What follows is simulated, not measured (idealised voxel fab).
process module | voxel released beams
cross-section cut | 215 nm wide | cells 5 nm
A cross-section is a grid of square cells, given in bands from the top down. A band is one or more rows of cells.
Each band's line starts with the height of the band's top and of its bottom, in nm. Then come its materials from left to right, each with its width in nm. One material with "throughout" fills the band from edge to edge. "air" is empty space.
Height 0 is the level under which the wafer as received is all one material. The lowest band goes on downwards, as in "0 down".
A width such as "30 to 40" changes by the same amount from each row of cells to the next, from the band's top row to its bottom row.
"no change" after a step means that no cell of the cross-section changed.
closed voids: empty space of 8 cells or more with no open way to the top, each as width x height at its distance from the left edge, in nm
after a step's settings: what the simulator itself notes on the step
overlay nm, on a step with a mask: how far to the right of its planned place the mask lay; to the left if negative
plan
1 op RECEIVE | material Si
2 op CONFORMAL_DEP | material Al2O3 | thk nm 5
3 op DIRECTIONAL_DEP | material SiO2 | thk nm 10
4 op PATTERN | tone open | mask id ANCHOR | material resist | width nm 45 | thk nm 15 | overlay nm 0
5 op DIRECTIONAL_ETCH | etch materials SiO2 | depth nm 10
6 op STRIP | etch materials resist
7 op CONFORMAL_DEP | material polySi | thk nm 15
8 op PATTERN | tone cover | mask id BEAM | material resist | width nm 125 | thk nm 15 | overlay nm 0
9 op DIRECTIONAL_ETCH | etch materials polySi | depth nm 15
10 op STRIP | etch materials resist
11 op STRIP | etch materials SiO2
as received, after step 1
  0 down: Si throughout
  closed voids: none
a wafer at the end: this start, this plan, one mistake
  30 to 20: air 40 | polySi 20 | air 15 | polySi 95 | air 45
  20 to 15: air 40 | polySi 130 | air 45
  15 to 5: air 45 | polySi 45 | air 125
  5 to 0: Al2O3 throughout
  0 down: Si throughout
  closed voids: none
what went wrong: step 8 ran as: op PATTERN | tone cover | mask id BEAM | material resist | width nm 130 | thk nm 15 | overlay nm 0
